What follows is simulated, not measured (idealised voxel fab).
The following process module bears the name voxel self aligned vias.
It is cross-section cut that appears here, measuring 225 nm in width, its square cells being 5 nm in size.
Each cross-section below is a grid of square cells, stated as bands in top-down order, with one or more rows of cells making up each band.
Per band: top height and bottom height in nm, followed by the left-to-right materials and their widths in nm; "full width" marks a single material spanning edge to edge, "air" marks empty space.
Heights are measured from 0, the level below which the as-received wafer is all one material; the lowest band has no bottom and continues downward, written as in "0 nm and below".
Note: "30->40" means the width goes from the first number (top row of the band) to the second number (bottom row) in equal steps per row of cells.
"no alterations made" after a step means that no cell of the cross-section changed.
The entry "Closed cavities" lists the empty spaces that cover at least 8 cells and have no open path to the top. Each is written as width x height at distance, where the distance is measured from the left edge and all three values are in nm.
Step line, after settings: the simulator's comment on this step.
For masked steps, "overlay nm" on the step line gives how far right of plan the mask actually lay; a minus sign means it lay to the left.
Process steps - plan
step 1: op RECEIVE | material Si
step 2: op CONFORMAL_DEP | material SiO2 | thk nm 15
step 3: op CONFORMAL_DEP | material SiCN | thk nm 5
step 4: op DIRECTIONAL_DEP | material SiO2 | thk nm 20
step 5: op DIRECTIONAL_DEP | material aC | thk nm 10
step 6: op PATTERN | tone open | mask id LINES | material resist | width nm 20 | pitch nm 45 | thk nm 30 | overlay nm -15
step 7: op DIRECTIONAL_ETCH | etch materials aC | depth nm 10
step 8: op STRIP | etch materials resist
step 9: op DIRECTIONAL_ETCH | etch materials SiO2 | depth nm 20
step 10: op STRIP | etch materials aC
step 11: op CONFORMAL_DEP | material TiN | thk nm 5
step 12: op FILL_DEP | material Ru | thk nm 5
step 13: op CMP | height nm 40
step 14: op SELECTIVE_ETCH | etch materials W Ru TiN | depth nm 10
step 15: op FILL_DEP | material SiN | thk nm 10
step 16: op CMP | height nm 40
step 17: op DIRECTIONAL_DEP | material SiO2 | thk nm 20
step 18: op MASKED_ETCH | tone open | mask id VIAS | width nm 30 | pitch nm 90 | etch materials SiO2 | depth nm 20 | overlay nm 0
step 19: op MASKED_ETCH | tone open | mask id VIAS | width nm 30 | pitch nm 90 | etch materials SiN | depth nm 10 | overlay nm 0
step 20: op CONFORMAL_DEP | material TiN | thk nm 5
step 21: op FILL_DEP | material W | thk nm 10
step 22: op CMP | height nm 60
step 23: op CONFORMAL_DEP | material SiCN | thk nm 5
The overlay nm used in step 6 is not the same on every wafer, whereas the starting condition is; the value printed in the plan is the first wafer's.
Cut through the first of several wafers as received, post step 1
  0 nm and below = Si full width
  Closed cavities: none
Here's the first of several wafers in cross-section, end of the module, after the last step, step 23
  65 nm to 60 nm = SiCN full width
  60 nm to 45 nm = SiO2 50 nm | TiN 5 nm | W 20 nm | TiN 5 nm | SiO2 60 nm | TiN 5 nm | W 20 nm | TiN 5 nm | SiO2 55 nm
  45 nm to 40 nm = SiO2 50 nm | TiN 30 nm | SiO2 60 nm | TiN 30 nm | SiO2 55 nm
  40 nm to 30 nm = SiO2 40 nm | SiN 10 nm | TiN 10 nm | SiO2 25 nm | SiN 20 nm | SiO2 25 nm | SiN 10 nm | TiN 10 nm | SiO2 75 nm
  30 nm to 25 nm = SiO2 40 nm | TiN 5 nm | Ru 10 nm | TiN 5 nm | SiO2 25 nm | TiN 5 nm | Ru 10 nm | TiN 5 nm | SiO2 25 nm | TiN 5 nm | Ru 10 nm | TiN 5 nm | SiO2 75 nm
  25 nm to 20 nm = SiO2 40 nm | TiN 20 nm | SiO2 25 nm | TiN 20 nm | SiO2 25 nm | TiN 20 nm | SiO2 75 nm
  20 nm to 15 nm = SiCN full width
  15 nm to 0 nm = SiO2 full width
  0 nm and below = Si full width
  Closed cavities: none
Cross-section of the final wafer among several, taken at the end of the module
  65 nm to 60 nm = SiCN full width
  60 nm to 45 nm = SiO2 50 nm | TiN 5 nm | W 20 nm | TiN 5 nm | SiO2 60 nm | TiN 5 nm | W 20 nm | TiN 5 nm | SiO2 55 nm
  45 nm to 40 nm = SiO2 50 nm | TiN 30 nm | SiO2 60 nm | TiN 30 nm | SiO2 55 nm
  40 nm to 30 nm = SiO2 70 nm | TiN 10 nm | SiN 10 nm | SiO2 25 nm | SiN 20 nm | SiO2 25 nm | TiN 10 nm | SiN 10 nm | SiO2 45 nm
  30 nm to 25 nm = SiO2 70 nm | TiN 5 nm | Ru 10 nm | TiN 5 nm | SiO2 25 nm | TiN 5 nm | Ru 10 nm | TiN 5 nm | SiO2 25 nm | TiN 5 nm | Ru 10 nm | TiN 5 nm | SiO2 45 nm
  25 nm to 20 nm = SiO2 70 nm | TiN 20 nm | SiO2 25 nm | TiN 20 nm | SiO2 25 nm | TiN 20 nm | SiO2 45 nm
  20 nm to 15 nm = SiCN full width
  15 nm to 0 nm = SiO2 full width
  0 nm and below = Si full width
  Closed cavities: none
Heads up, this table goes wafer by wafer. A row tells you, at the end of the module, how many cells of each material that wafer has put on (+) or dropped (-) since it was received, and then its closed voids
overlay nm -15 | +6 Ru | +90 SiCN | +16 SiN | +399 SiO2 | +50 TiN | +24 W | Closed cavities: none
overlay nm -10 | +6 Ru | +90 SiCN | +12 SiN | +399 SiO2 | +50 TiN | +28 W | Closed cavities: none
overlay nm -5 | +6 Ru | +90 SiCN | +8 SiN | +399 SiO2 | +50 TiN | +32 W | Closed cavities: none
overlay nm 0 | +6 Ru | +90 SiCN | +8 SiN | +399 SiO2 | +50 TiN | +32 W | Closed cavities: none
overlay nm 5 | +6 Ru | +90 SiCN | +8 SiN | +399 SiO2 | +50 TiN | +32 W | Closed cavities: none
overlay nm 10 | +6 Ru | +90 SiCN | +12 SiN | +399 SiO2 | +50 TiN | +28 W | Closed cavities: none
overlay nm 15 | +6 Ru | +90 SiCN | +16 SiN | +399 SiO2 | +50 TiN | +24 W | Closed cavities: none
